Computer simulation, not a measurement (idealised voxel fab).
Module name: voxel double patterning (process module)
It is cross-section cut that appears here, measuring 270 nm in width, its square cells being 5 nm in size.
For the purposes of this document, a cross-section shall be understood as a grid of square cells, specified as bands listed in top-to-bottom order, each band consisting of one or more rows of cells.
Top height, bottom height, nm. Materials left to right, width each, nm. Single material + "edge to edge" = fills band edge to edge. "blank" = empty.
Zero point of the height axis is 0; under it, received wafer = one material. Lowest band: continues down indefinitely, "0 and below".
The notation "30..40" denotes a width that varies across the rows of cells in the band, beginning at the first number in the top row, finishing at the second number in the bottom row, and changing by an identical amount from each row to the next.
It should be understood that the words "nothing different", when stated for a given step, signify that the cross-section underwent no change in any of its cells during that step.
If an empty space has no open way to the top and is at least 8 cells in size, "Closed void catalog" lists it, written width x height at distance, where distance is measured from the left edge and every value is in nm.
Text after the settings on a step's line: the simulator's own remark on that step.
overlay nm, on a step with a mask: how far to the right of its planned place the mask lay; to the left if negative

**Intended process steps**
- 1: RECEIVE | material Si
- 2: CONFORMAL_DEP | material SiN | thk nm 5
- 3: DIRECTIONAL_DEP | material SiO2 | thk nm 15
- 4: DIRECTIONAL_DEP | material SiCN | thk nm 5
- 5: PATTERN | tone open | mask id FIRST | material resist | width nm 15 | pitch nm 50 | thk nm 20 | overlay nm 0
- 6: DIRECTIONAL_ETCH | etch materials SiCN | depth nm 5
- 7: STRIP | etch materials resist
- 8: PATTERN | tone open | mask id SECOND | material resist | width nm 15 | thk nm 20 | overlay nm 0
- 9: DIRECTIONAL_ETCH | etch materials SiCN | depth nm 5
- 10: STRIP | etch materials resist
- 11: DIRECTIONAL_ETCH | etch materials SiO2 | depth nm 15
- 12: STRIP | etch materials SiCN
Variable across wafers: step 8 width nm (plan value is that of the first wafer; starting state common to all).

**Cut through the first of several wafers as received, post step 1**
* 0 and below: Si edge to edge
* Closed void catalog: none

**Quick look at the cross-section of the first of several wafers after step 12, which wraps up the module**
* 20 down to 5: 100 of SiO2, then 15 of blank, then 10 of SiO2, then 15 of blank, then 10 of SiO2, then 15 of blank, then 105 of SiO2
* 5 down to 0: SiN edge to edge
* 0 and below: Si edge to edge
* Closed void catalog: none

**Last wafer of the set, cross-sectioned at end of module**
* 20 down to 5: 100 of SiO2, then 15 of blank, then 5 of SiO2, then 45 of blank, then 105 of SiO2
* 5 down to 0: SiN edge to edge
* 0 and below: Si edge to edge
* Closed void catalog: none

**wafer rows; end of module; cells per material since receipt: (+) gained, (-) lost; then closed voids**
width nm 15 | +54 SiN | +135 SiO2 | Closed void catalog: none
width nm 20 | +54 SiN | +132 SiO2 | Closed void catalog: none
width nm 25 | +54 SiN | +129 SiO2 | Closed void catalog: none
width nm 30 | +54 SiN | +126 SiO2 | Closed void catalog: none
